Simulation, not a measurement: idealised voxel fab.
process module | voxel self aligned contacts
cross-section cut | 170 nm wide | cells 5 nm
A cross-section is a grid of square cells, given in bands from the top down. A band is one or more rows of cells.
Each band's line starts with the height of the band's top and of its bottom, in nm. Then come its materials from left to right, each with its width in nm. One material with "throughout" fills the band from edge to edge. "air" is empty space.
Height 0 is the level under which the wafer as received is all one material. The lowest band goes on downwards, as in "0 down".
A width such as "30 to 40" changes by the same amount from each row of cells to the next, from the band's top row to its bottom row.
"no change" after a step means that no cell of the cross-section changed.
closed voids: empty space of 8 cells or more with no open way to the top, each as width x height at its distance from the left edge, in nm
after a step's settings: what the simulator itself notes on the step
overlay nm, on a step with a mask: how far to the right of its planned place the mask lay; to the left if negative
plan
1 op RECEIVE | material Si
2 op OXIDIZE | depth nm 5
3 op DIRECTIONAL_DEP | material polySi | thk nm 20
4 op DIRECTIONAL_DEP | material SiN | thk nm 15
5 op DIRECTIONAL_DEP | material aC | thk nm 10
6 op PATTERN | tone cover | mask id GATE | material resist | width nm 35 | pitch nm 65 | thk nm 25 | overlay nm 0
7 op DIRECTIONAL_ETCH | etch materials aC | depth nm 10
8 op STRIP | etch materials resist
9 op DIRECTIONAL_ETCH | etch materials SiN | depth nm 15
10 op DIRECTIONAL_ETCH | etch materials polySi | depth nm 20
11 op STRIP | etch materials aC
12 op CONFORMAL_DEP | material SiN | thk nm 5
13 op DIRECTIONAL_ETCH | etch materials SiN | depth nm 5
14 op FILL_DEP | material SiO2 | thk nm 15
15 op CMP | height nm 40
16 op DIRECTIONAL_DEP | material aC | thk nm 15
17 op PATTERN | tone open | mask id CONTACT | material resist | width nm 50 | thk nm 30 | overlay nm 0
18 op DIRECTIONAL_ETCH | etch materials aC | depth nm 15
19 op STRIP | etch materials resist
20 op DIRECTIONAL_ETCH | etch materials SiO2 | depth nm 45
21 op STRIP | etch materials aC
22 op CONFORMAL_DEP | material TiN | thk nm 5
23 op FILL_DEP | material W | thk nm 10
24 op CMP | height nm 40
25 op CONFORMAL_DEP | material SiCN | thk nm 5
as received, after step 1
  0 down: Si throughout
  closed voids: none
first wafer at the end, as planned
  45 to 40: SiCN throughout
  40 to 35: SiO2 60 | TiN 20 | W 10 | TiN 20 | SiO2 60
  35 to 20: SiO2 30 | SiN 45 | TiN 5 | W 10 | TiN 5 | SiN 45 | SiO2 30
  20 to 0: SiO2 30 | SiN 5 | polySi 35 | SiN 5 | TiN 5 | W 10 | TiN 5 | SiN 5 | polySi 35 | SiN 5 | SiO2 30
  0 to -5: SiO2 75 | TiN 20 | SiO2 75
  -5 down: Si throughout
  closed voids: none
second wafer at the end: like start, like plan, one mistake
  45 to 40: SiCN throughout
  40 to 35: SiO2 60 | TiN 20 | W 10 | TiN 20 | SiO2 60
  35 to 20: SiO2 30 | SiN 45 | TiN 5 | W 10 | TiN 5 | SiN 45 | SiO2 30
  20 to 10: SiO2 30 | SiN 5 | polySi 35 | SiN 5 | TiN 5 | W 10 | TiN 5 | SiN 5 | polySi 35 | SiN 5 | SiO2 30
  10 to 5: SiO2 30 | SiN 5 | polySi 35 | SiN 5 | TiN 20 | SiN 5 | polySi 35 | SiN 5 | SiO2 30
  5 to 0: SiN 35 | polySi 35 | SiN 30 | polySi 35 | SiN 35
  0 to -5: SiO2 throughout
  -5 down: Si throughout
  closed voids: none
what went wrong: steps 12 and 13 were swapped
at the end the second wafer has, in cells: 16 more of SiN | 8 fewer of SiO2 | 4 fewer of TiN | 4 fewer of W
